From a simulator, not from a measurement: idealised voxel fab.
A process module follows: voxel transistor to metal.
Cross-section cut: width 170 nm, square cells of 5 nm.
Cross-section, as written here: a square-cell grid given band by band from the top down, where a band holds one or more rows of cells. Heads up on the band format: heights come first, top then bottom, in nm. After that it's the materials left to right, each with its width in nm. A single material flagged "everywhere" fills the whole band edge to edge, and "blank" means there's empty space there. Convention: height 0 is the level below which the wafer, as received, is all one material. The lowest band does not terminate at the bottom but continues downward, represented as "z 0 and below". The width entry "30 to 40" should be interpreted row by row: the top row of cells in the band takes the first number, the bottom row takes the second number, and the change between adjacent rows is uniform throughout. Where the words "no modifications" appear for a step, the cross-section shows no cell changed by that step; every cell remained as before. If an empty space has no open way to the top and is at least 8 cells in size, "Enclosed cavities" lists it, written width x height at distance, where distance is measured from the left edge and every value is in nm. If you see something after the settings on a step's line, that's the simulator's own remark about that step. overlay nm: on a step with a mask, how far right of its planned place the mask lay; negative means left.
## This section lists the process steps that were planned
1 RECEIVE [material Si]
2 OXIDIZE [depth nm 5]
3 CONFORMAL_DEP [material SiN] [thk nm 10]
4 DIRECTIONAL_DEP [material aC] [thk nm 10]
5 PATTERN [tone cover] [mask id ACTIVE] [material resist] [width nm 105] [thk nm 25] [overlay nm 0]
6 DIRECTIONAL_ETCH [etch materials aC] [depth nm 10]
7 STRIP [etch materials resist]
8 DIRECTIONAL_ETCH [etch materials SiN] [depth nm 10]
9 DIRECTIONAL_ETCH [etch materials SiO2] [depth nm 5]
10 DIRECTIONAL_ETCH [etch materials Si] [depth nm 20]
11 STRIP [etch materials aC]
12 FILL_DEP [material SiO2] [thk nm 10]
13 CMP [height nm 10]
14 SELECTIVE_ETCH [etch materials SiO2] [depth nm 10]
15 STRIP [etch materials SiN]
16 SELECTIVE_ETCH [etch materials SiO2] [depth nm 5]
17 OXIDIZE [depth nm 5]
18 DIRECTIONAL_DEP [material polySi] [thk nm 25]
19 DIRECTIONAL_DEP [material SiCN] [thk nm 10]
20 MASKED_ETCH [tone cover] [mask id GATE] [width nm 15] [etch materials SiCN] [depth nm 20] [overlay nm 0]
21 MASKED_ETCH [tone cover] [mask id GATE] [width nm 15] [etch materials polySi] [depth nm 35] [overlay nm 0]
22 CONFORMAL_DEP [material SiN] [thk nm 10]
23 DIRECTIONAL_ETCH [etch materials SiN] [depth nm 10]
24 DIRECTIONAL_ETCH [etch materials SiO2] [depth nm 5]
25 DIRECTIONAL_ETCH [etch materials Si] [depth nm 10]
26 EPI [material pSi] [thk nm 10]
27 FILL_DEP [material SiO2] [thk nm 5]
28 CMP [height nm 30]
29 DIRECTIONAL_DEP [material SiO2] [thk nm 10]
30 MASKED_ETCH [tone open] [mask id CONTACT] [width nm 30] [pitch nm 55] [etch materials SiO2] [depth nm 50] [overlay nm 0]
31 CONFORMAL_DEP [material TiN] [thk nm 5]
32 FILL_DEP [material Ru] [thk nm 5]
33 CMP [height nm 40]
34 DIRECTIONAL_DEP [material TiN] [thk nm 5]
35 DIRECTIONAL_DEP [material W] [thk nm 15]
36 MASKED_ETCH [tone cover] [mask id METAL_1] [width nm 20] [pitch nm 65] [etch materials W] [depth nm 15] [overlay nm 0]
37 MASKED_ETCH [tone cover] [mask id METAL_1] [width nm 20] [pitch nm 65] [etch materials TiN] [depth nm 5] [overlay nm 0]
38 FILL_DEP [material SiO2] [thk nm 10]
39 CMP [height nm 60]
40 CONFORMAL_DEP [material SiCN] [thk nm 5]
## Delivered wafer in cross-section: state after step 1
  z 0 and below = Si everywhere
  Enclosed cavities: none
## Looking at the first of two wafers in cross-section at end of module - ran to plan
  z 65 to 60 = SiCN everywhere
  z 60 to 45 = SiO2=40  W=20  SiO2=45  W=20  SiO2=45
  z 45 to 40 = SiO2=40  TiN=20  SiO2=45  TiN=20  SiO2=45
  z 40 to 30 = SiO2=40  TiN=5  Ru=20 to 15  TiN=5 to 10  SiO2=25  TiN=5 to 10  Ru=20 to 15  TiN=5  SiO2=45
  z 30 to 20 = SiO2=40  TiN=5  Ru=15  TiN=5  SiN=10  SiCN=15  SiN=10  TiN=5  Ru=15  TiN=5  SiO2=45
  z 20 to 5 = SiO2=40  TiN=5  Ru=15  TiN=5  SiN=10  polySi=15  SiN=10  TiN=5  Ru=15  TiN=5  SiO2=45
  z 5 to 0 = SiO2=40  TiN=5  Ru=5  TiN=15  SiN=10  polySi=15  SiN=10  TiN=15  Ru=5  TiN=5  SiO2=45
  z 0 to -5 = SiO2=40  TiN=5  Ru=5  TiN=5  pSi=10  SiN=10  polySi=15  SiN=10  pSi=10  TiN=5  Ru=5  TiN=5  SiO2=45
  z -5 to -10 = SiO2=40  TiN=15  pSi=10  SiO2=35  pSi=10  TiN=15  SiO2=45
  z -10 to -20 = SiO2=30  pSi=35  Si=35  pSi=35  SiO2=35
  z -20 to -25 = SiO2=30  Si=105  SiO2=35
  z -25 and below = Si everywhere
  Enclosed cavities: none
## Cross-section, second wafer: same start as the first, same plan as the first, one mistake in running it; taken at the end of the module
  z 65 to 60 = SiCN everywhere
  z 60 to 45 = SiO2=40  W=20  SiO2=45  W=20  SiO2=45
  z 45 to 40 = SiO2=40  TiN=20  SiO2=45  TiN=20  SiO2=45
  z 40 to 30 = SiO2=40  TiN=5  Ru=20 to 15  TiN=5 to 10  SiO2=25  TiN=5 to 10  Ru=20 to 15  TiN=5  SiO2=45
  z 30 to 20 = SiO2=40  TiN=5  Ru=15  TiN=5  SiN=10  SiCN=15  SiN=10  TiN=5  Ru=15  TiN=5  SiO2=45
  z 20 to 5 = SiO2=40  TiN=5  Ru=15  TiN=5  SiN=10  polySi=15  SiN=10  TiN=5  Ru=15  TiN=5  SiO2=45
  z 5 to 0 = SiO2=40  TiN=5  Ru=5  TiN=15  SiN=10  polySi=15  SiN=10  TiN=15  Ru=5  TiN=5  SiO2=45
  z 0 to -5 = SiO2=40  TiN=5  Ru=5  TiN=5  pSi=10  SiN=10  polySi=15  SiN=10  pSi=10  TiN=5  Ru=5  TiN=5  SiO2=45
  z -5 to -10 = SiO2=40  TiN=15  pSi=10  SiO2=35  pSi=10  TiN=15  SiO2=45
  z -10 to -20 = SiO2=30  pSi=35  Si=35  pSi=35  SiO2=35
  z -20 to -45 = SiO2=30  Si=105  SiO2=35
  z -45 and below = Si everywhere
  Enclosed cavities: none
Plan not followed: step 10 was run twice
Upon completion, the second wafer contains, in terms of cells, a greater or smaller amount of certain materials than the first wafer: Si: 52 fewer | SiO2: 52 more
